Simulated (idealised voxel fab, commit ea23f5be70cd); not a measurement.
A process module follows: voxel wiring stack.
Cross-section cut spans 255 nm and uses square cells 5 nm in size.
A cross-section is a grid of square cells, given in bands from the top down. A band is one or more rows of cells. Top, bottom (nm), then materials left to right with widths (nm); lone material tagged "everywhere" fills the whole band edge to edge; "air" = empty space. Ref level 0: as-received wafer is one material below here. Bottom band extends down with no lower bound ("0 nm and below"). Top row gets the first number, bottom row gets the second, and each row in between changes by the same step: that is how a band width like "30 to 40" works. Step marked "no change occurred"? Then no cell in the cross-section changed in it. The label "Completely enclosed voids" introduces a list of the empty spaces, 8 cells or larger, that have no open way up to the top; each entry in it reads width x height at distance, where the distance is taken from the left edge and all three are stated in nm. Anything after a step's settings on that line? It's the simulator's own note about the step. A step line may carry the setting "overlay nm", which, for steps involving a mask, states the distance by which the mask lay to the right of its intended position; negative values denote displacement to the left.
### The process steps that were planned are listed below
- 1: RECEIVE | material Si
- 2: CONFORMAL_DEP | material SiO2 | thk nm 10
- 3: CONFORMAL_DEP | material SiCN | thk nm 5
- 4: DIRECTIONAL_DEP | material SiO2 | thk nm 20
- 5: DIRECTIONAL_DEP | material aC | thk nm 10
- 6: PATTERN | tone open | mask id METAL_1 | material resist | width nm 30 | pitch nm 55 | thk nm 30 | overlay nm 0
- 7: DIRECTIONAL_ETCH | etch materials aC | depth nm 10
- 8: STRIP | etch materials resist
- 9: DIRECTIONAL_ETCH | etch materials SiO2 | depth nm 20
- 10: DIRECTIONAL_ETCH | etch materials SiCN | depth nm 5
- 11: STRIP | etch materials aC
- 12: CONFORMAL_DEP | material TiN | thk nm 5
- 13: FILL_DEP | material Ru | thk nm 10
- 14: CMP | height nm 35
- 15: CONFORMAL_DEP | material SiCN | thk nm 5
- 16: DIRECTIONAL_DEP | material lowk | thk nm 20
- 17: DIRECTIONAL_DEP | material aC | thk nm 15
- 18: PATTERN | tone open | mask id PLUG_1 | material resist | width nm 15 | thk nm 35 | overlay nm 0
- 19: DIRECTIONAL_ETCH | etch materials aC | depth nm 15
- 20: STRIP | etch materials resist
- 21: DIRECTIONAL_ETCH | etch materials lowk | depth nm 20
- 22: DIRECTIONAL_ETCH | etch materials SiCN | depth nm 5
- 23: STRIP | etch materials aC
- 24: CONFORMAL_DEP | material TiN | thk nm 5
- 25: FILL_DEP | material Cu | thk nm 10
- 26: CMP | height nm 60
- 27: CONFORMAL_DEP | material SiN | thk nm 5
- 28: DIRECTIONAL_DEP | material SiO2 | thk nm 25
- 29: MASKED_ETCH | tone open | mask id METAL_2 | width nm 30 | pitch nm 55 | etch materials SiO2 | depth nm 25 | overlay nm 0
- 30: MASKED_ETCH | tone open | mask id METAL_2 | width nm 30 | pitch nm 55 | etch materials SiN | depth nm 5 | overlay nm 0
- 31: CONFORMAL_DEP | material TiN | thk nm 5
- 32: FILL_DEP | material Ru | thk nm 5
- 33: CMP | height nm 90
- 34: CONFORMAL_DEP | material SiN | thk nm 5
### The first of a set of two wafers, run to plan
### As received (post step 1): cross-section
- 0 nm and below  Si everywhere
- Completely enclosed voids: none
### The following cross-section depicts the wafer upon completion of step 2
- 10 nm to 0 nm  SiO2 everywhere
- Below 0, no change.
### The following cross-section depicts the wafer upon completion of step 3
- 15 nm to 10 nm  SiCN everywhere
- Below 10, no change.
### The following cross-section depicts the wafer upon completion of step 4
- 35 nm to 15 nm  SiO2 everywhere
- Below 15, no change.
### The following cross-section depicts the wafer upon completion of step 5
- 45 nm to 35 nm  aC everywhere
- Below 35, no change.
### The following cross-section depicts the wafer upon completion of step 6
- 75 nm to 45 nm  resist: 85 | air: 30 | resist: 25 | air: 30 | resist: 85
- Below 45, no change.
### The following cross-section depicts the wafer upon completion of step 7
- 65 nm to 45 nm  resist: 85 | air: 30 | resist: 25 | air: 30 | resist: 85
- 45 nm to 35 nm  aC: 85 | air: 30 | aC: 25 | air: 30 | aC: 85
- Below 35, no change.
### The following cross-section depicts the wafer upon completion of step 8
- 45 nm to 35 nm  aC: 85 | air: 30 | aC: 25 | air: 30 | aC: 85
- Below 35, no change.
### The following cross-section depicts the wafer upon completion of step 9
- 45 nm to 35 nm  aC: 85 | air: 30 | aC: 25 | air: 30 | aC: 85
- 35 nm to 15 nm  SiO2: 85 | air: 30 | SiO2: 25 | air: 30 | SiO2: 85
- Below 15, no change.
### The following cross-section depicts the wafer upon completion of step 10
- 45 nm to 35 nm  aC: 85 | air: 30 | aC: 25 | air: 30 | aC: 85
- 35 nm to 15 nm  SiO2: 85 | air: 30 | SiO2: 25 | air: 30 | SiO2: 85
- 15 nm to 10 nm  SiCN: 85 | air: 30 | SiCN: 25 | air: 30 | SiCN: 85
- Below 10, no change.
### The following cross-section depicts the wafer upon completion of step 11
- 35 nm to 15 nm  SiO2: 85 | air: 30 | SiO2: 25 | air: 30 | SiO2: 85
- Below 15, no change.
### The following cross-section depicts the wafer upon completion of step 12
- 40 nm to 35 nm  TiN: 90 | air: 20 | TiN: 35 | air: 20 | TiN: 90
- 35 nm to 15 nm  SiO2: 85 | TiN: 5 | air: 20 | TiN: 5 | SiO2: 25 | TiN: 5 | air: 20 | TiN: 5 | SiO2: 85
- 15 nm to 10 nm  SiCN: 85 | TiN: 30 | SiCN: 25 | TiN: 30 | SiCN: 85
- Below 10, no change.
### The following cross-section depicts the wafer upon completion of step 13
- 50 nm to 40 nm  Ru everywhere
- 40 nm to 35 nm  TiN: 90 | Ru: 20 | TiN: 35 | Ru: 20 | TiN: 90
- 35 nm to 15 nm  SiO2: 85 | TiN: 5 | Ru: 20 | TiN: 5 | SiO2: 25 | TiN: 5 | Ru: 20 | TiN: 5 | SiO2: 85
- Below 15, no change.
### The following cross-section depicts the wafer upon completion of step 14
- 35 nm to 15 nm  SiO2: 85 | TiN: 5 | Ru: 20 | TiN: 5 | SiO2: 25 | TiN: 5 | Ru: 20 | TiN: 5 | SiO2: 85
- Below 15, no change.
### The following cross-section depicts the wafer upon completion of step 15
- 40 nm to 35 nm  SiCN everywhere
- Below 35, no change.
### The following cross-section depicts the wafer upon completion of step 16
- 60 nm to 40 nm  lowk everywhere
- Below 40, no change.
### The following cross-section depicts the wafer upon completion of step 17
- 75 nm to 60 nm  aC everywhere
- Below 60, no change.
### The following cross-section depicts the wafer upon completion of step 18
- 110 nm to 75 nm  resist: 85 | air: 15 | resist: 155
- Below 75, no change.
### The following cross-section depicts the wafer upon completion of step 19
- 95 nm to 75 nm  resist: 85 | air: 15 | resist: 155
- 75 nm to 60 nm  aC: 85 | air: 15 | aC: 155
- Below 60, no change.
### The following cross-section depicts the wafer upon completion of step 20
- 75 nm to 60 nm  aC: 85 | air: 15 | aC: 155
- Below 60, no change.
### The following cross-section depicts the wafer upon completion of step 21
- 75 nm to 60 nm  aC: 85 | air: 15 | aC: 155
- 60 nm to 40 nm  lowk: 85 | air: 15 | lowk: 155
- Below 40, no change.
### The following cross-section depicts the wafer upon completion of step 22
- 75 nm to 60 nm  aC: 85 | air: 15 | aC: 155
- 60 nm to 40 nm  lowk: 85 | air: 15 | lowk: 155
- 40 nm to 35 nm  SiCN: 85 | air: 15 | SiCN: 155
- Below 35, no change.
### The following cross-section depicts the wafer upon completion of step 23
- 60 nm to 40 nm  lowk: 85 | air: 15 | lowk: 155
- Below 40, no change.
### The following cross-section depicts the wafer upon completion of step 24
- 65 nm to 60 nm  TiN: 90 | air: 5 | TiN: 160
- 60 nm to 40 nm  lowk: 85 | TiN: 5 | air: 5 | TiN: 5 | lowk: 155
- 40 nm to 35 nm  SiCN: 85 | TiN: 15 | SiCN: 155
- Below 35, no change.
### The following cross-section depicts the wafer upon completion of step 25
- 75 nm to 65 nm  Cu everywhere
- 65 nm to 60 nm  TiN: 90 | Cu: 5 | TiN: 160
- 60 nm to 40 nm  lowk: 85 | TiN: 5 | Cu: 5 | TiN: 5 | lowk: 155
- Below 40, no change.
### The following cross-section depicts the wafer upon completion of step 26
- 60 nm to 40 nm  lowk: 85 | TiN: 5 | Cu: 5 | TiN: 5 | lowk: 155
- Below 40, no change.
### The following cross-section depicts the wafer upon completion of step 27
- 65 nm to 60 nm  SiN everywhere
- Below 60, no change.
### The following cross-section depicts the wafer upon completion of step 28
- 90 nm to 65 nm  SiO2 everywhere
- Below 65, no change.
### The following cross-section depicts the wafer upon completion of step 29
- 90 nm to 65 nm  SiO2: 85 | air: 30 | SiO2: 25 | air: 30 | SiO2: 85
- Below 65, no change.
### The following cross-section depicts the wafer upon completion of step 30
- 90 nm to 65 nm  SiO2: 85 | air: 30 | SiO2: 25 | air: 30 | SiO2: 85
- 65 nm to 60 nm  SiN: 85 | air: 30 | SiN: 25 | air: 30 | SiN: 85
- Below 60, no change.
### The following cross-section depicts the wafer upon completion of step 31
- 95 nm to 90 nm  TiN: 90 | air: 20 | TiN: 35 | air: 20 | TiN: 90
- 90 nm to 65 nm  SiO2: 85 | TiN: 5 | air: 20 | TiN: 5 | SiO2: 25 | TiN: 5 | air: 20 | TiN: 5 | SiO2: 85
- 65 nm to 60 nm  SiN: 85 | TiN: 30 | SiN: 25 | TiN: 30 | SiN: 85
- Below 60, no change.
### The following cross-section depicts the wafer upon completion of step 32
- 100 nm to 95 nm  Ru everywhere
- 95 nm to 90 nm  TiN: 90 | Ru: 20 | TiN: 35 | Ru: 20 | TiN: 90
- 90 nm to 65 nm  SiO2: 85 | TiN: 5 | Ru: 20 | TiN: 5 | SiO2: 25 | TiN: 5 | Ru: 20 | TiN: 5 | SiO2: 85
- Below 65, no change.
### The following cross-section depicts the wafer upon completion of step 33
- 90 nm to 65 nm  SiO2: 85 | TiN: 5 | Ru: 20 | TiN: 5 | SiO2: 25 | TiN: 5 | Ru: 20 | TiN: 5 | SiO2: 85
- Below 65, no change.
### The following cross-section depicts the wafer upon completion of step 34
- 95 nm to 90 nm  SiN everywhere
- Below 90, no change.
### The second wafer was prepared from the same starting point and under the same plan as the first; its processing contained one mistake, and it remains indistinguishable from the first wafer up to and including step 1
### Second wafer shown in cross-section at the time step 2 was slated to end
- 5 nm to 0 nm  SiCN everywhere
- Below 0, no change.
### Second wafer shown in cross-section at the time step 3 was slated to end
- 15 nm to 5 nm  SiO2 everywhere
- Below 5, no change.
### Second wafer shown in cross-section at the time step 4 was slated to end
- 35 nm to 5 nm  SiO2 everywhere
- Below 5, no change.
### Second wafer shown in cross-section at the time step 5 was slated to end
- 45 nm to 35 nm  aC everywhere
- Below 35, no change.
### Second wafer shown in cross-section at the time step 6 was slated to end
- 75 nm to 45 nm  resist: 85 | air: 30 | resist: 25 | air: 30 | resist: 85
- Below 45, no change.
### Second wafer shown in cross-section at the time step 7 was slated to end
- 65 nm to 45 nm  resist: 85 | air: 30 | resist: 25 | air: 30 | resist: 85
- 45 nm to 35 nm  aC: 85 | air: 30 | aC: 25 | air: 30 | aC: 85
- Below 35, no change.
### Second wafer shown in cross-section at the time step 8 was slated to end
- 45 nm to 35 nm  aC: 85 | air: 30 | aC: 25 | air: 30 | aC: 85
- Below 35, no change.
### Second wafer shown in cross-section at the time step 9 was slated to end
- 45 nm to 35 nm  aC: 85 | air: 30 | aC: 25 | air: 30 | aC: 85
- 35 nm to 15 nm  SiO2: 85 | air: 30 | SiO2: 25 | air: 30 | SiO2: 85
- Below 15, no change.
Second wafer shown in cross-section at the time step 10 was slated to end: no change occurred
### Second wafer shown in cross-section at the time step 11 was slated to end
- 35 nm to 15 nm  SiO2: 85 | air: 30 | SiO2: 25 | air: 30 | SiO2: 85
- Below 15, no change.
### Second wafer shown in cross-section at the time step 12 was slated to end
- 40 nm to 35 nm  TiN: 90 | air: 20 | TiN: 35 | air: 20 | TiN: 90
- 35 nm to 20 nm  SiO2: 85 | TiN: 5 | air: 20 | TiN: 5 | SiO2: 25 | TiN: 5 | air: 20 | TiN: 5 | SiO2: 85
- 20 nm to 15 nm  SiO2: 85 | TiN: 30 | SiO2: 25 | TiN: 30 | SiO2: 85
- Below 15, no change.
### Second wafer shown in cross-section at the time step 13 was slated to end
- 50 nm to 40 nm  Ru everywhere
- 40 nm to 35 nm  TiN: 90 | Ru: 20 | TiN: 35 | Ru: 20 | TiN: 90
- 35 nm to 20 nm  SiO2: 85 | TiN: 5 | Ru: 20 | TiN: 5 | SiO2: 25 | TiN: 5 | Ru: 20 | TiN: 5 | SiO2: 85
- Below 20, no change.
### Second wafer shown in cross-section at the time step 14 was slated to end
- 35 nm to 20 nm  SiO2: 85 | TiN: 5 | Ru: 20 | TiN: 5 | SiO2: 25 | TiN: 5 | Ru: 20 | TiN: 5 | SiO2: 85
- Below 20, no change.
### Second wafer shown in cross-section at the time step 15 was slated to end
- 40 nm to 35 nm  SiCN everywhere
- Below 35, no change.
### Second wafer shown in cross-section at the time step 16 was slated to end
- 60 nm to 40 nm  lowk everywhere
- Below 40, no change.
### Second wafer shown in cross-section at the time step 17 was slated to end
- 75 nm to 60 nm  aC everywhere
- Below 60, no change.
### Second wafer shown in cross-section at the time step 18 was slated to end
- 110 nm to 75 nm  resist: 85 | air: 15 | resist: 155
- Below 75, no change.
### Second wafer shown in cross-section at the time step 19 was slated to end
- 95 nm to 75 nm  resist: 85 | air: 15 | resist: 155
- 75 nm to 60 nm  aC: 85 | air: 15 | aC: 155
- Below 60, no change.
### Second wafer shown in cross-section at the time step 20 was slated to end
- 75 nm to 60 nm  aC: 85 | air: 15 | aC: 155
- Below 60, no change.
### Second wafer shown in cross-section at the time step 21 was slated to end
- 75 nm to 60 nm  aC: 85 | air: 15 | aC: 155
- 60 nm to 40 nm  lowk: 85 | air: 15 | lowk: 155
- Below 40, no change.
### Second wafer shown in cross-section at the time step 22 was slated to end
- 75 nm to 60 nm  aC: 85 | air: 15 | aC: 155
- 60 nm to 40 nm  lowk: 85 | air: 15 | lowk: 155
- 40 nm to 35 nm  SiCN: 85 | air: 15 | SiCN: 155
- Below 35, no change.
### Second wafer shown in cross-section at the time step 23 was slated to end
- 60 nm to 40 nm  lowk: 85 | air: 15 | lowk: 155
- Below 40, no change.
### Second wafer shown in cross-section at the time step 24 was slated to end
- 65 nm to 60 nm  TiN: 90 | air: 5 | TiN: 160
- 60 nm to 40 nm  lowk: 85 | TiN: 5 | air: 5 | TiN: 5 | lowk: 155
- 40 nm to 35 nm  SiCN: 85 | TiN: 15 | SiCN: 155
- Below 35, no change.
### Second wafer shown in cross-section at the time step 25 was slated to end
- 75 nm to 65 nm  Cu everywhere
- 65 nm to 60 nm  TiN: 90 | Cu: 5 | TiN: 160
- 60 nm to 40 nm  lowk: 85 | TiN: 5 | Cu: 5 | TiN: 5 | lowk: 155
- Below 40, no change.
### Second wafer shown in cross-section at the time step 26 was slated to end
- 60 nm to 40 nm  lowk: 85 | TiN: 5 | Cu: 5 | TiN: 5 | lowk: 155
- Below 40, no change.
### Second wafer shown in cross-section at the time step 27 was slated to end
- 65 nm to 60 nm  SiN everywhere
- Below 60, no change.
### Second wafer shown in cross-section at the time step 28 was slated to end
- 90 nm to 65 nm  SiO2 everywhere
- Below 65, no change.
### Second wafer shown in cross-section at the time step 29 was slated to end
- 90 nm to 65 nm  SiO2: 85 | air: 30 | SiO2: 25 | air: 30 | SiO2: 85
- Below 65, no change.
### Second wafer shown in cross-section at the time step 30 was slated to end
- 90 nm to 65 nm  SiO2: 85 | air: 30 | SiO2: 25 | air: 30 | SiO2: 85
- 65 nm to 60 nm  SiN: 85 | air: 30 | SiN: 25 | air: 30 | SiN: 85
- Below 60, no change.
### Second wafer shown in cross-section at the time step 31 was slated to end
- 95 nm to 90 nm  TiN: 90 | air: 20 | TiN: 35 | air: 20 | TiN: 90
- 90 nm to 65 nm  SiO2: 85 | TiN: 5 | air: 20 | TiN: 5 | SiO2: 25 | TiN: 5 | air: 20 | TiN: 5 | SiO2: 85
- 65 nm to 60 nm  SiN: 85 | TiN: 30 | SiN: 25 | TiN: 30 | SiN: 85
- Below 60, no change.
### Second wafer shown in cross-section at the time step 32 was slated to end
- 100 nm to 95 nm  Ru everywhere
- 95 nm to 90 nm  TiN: 90 | Ru: 20 | TiN: 35 | Ru: 20 | TiN: 90
- 90 nm to 65 nm  SiO2: 85 | TiN: 5 | Ru: 20 | TiN: 5 | SiO2: 25 | TiN: 5 | Ru: 20 | TiN: 5 | SiO2: 85
- Below 65, no change.
### Second wafer shown in cross-section at the time step 33 was slated to end
- 90 nm to 65 nm  SiO2: 85 | TiN: 5 | Ru: 20 | TiN: 5 | SiO2: 25 | TiN: 5 | Ru: 20 | TiN: 5 | SiO2: 85
- Below 65, no change.
### Second wafer shown in cross-section at the time step 34 was slated to end
- 95 nm to 90 nm  SiN everywhere
- Below 90, no change.
So what did we get wrong on this run? plan vs actual: 2 and 3 interchanged
Final comparison by cell count, materials where the second wafer has more or fewer than the first: Ru -8 | SiCN +12 | TiN -4
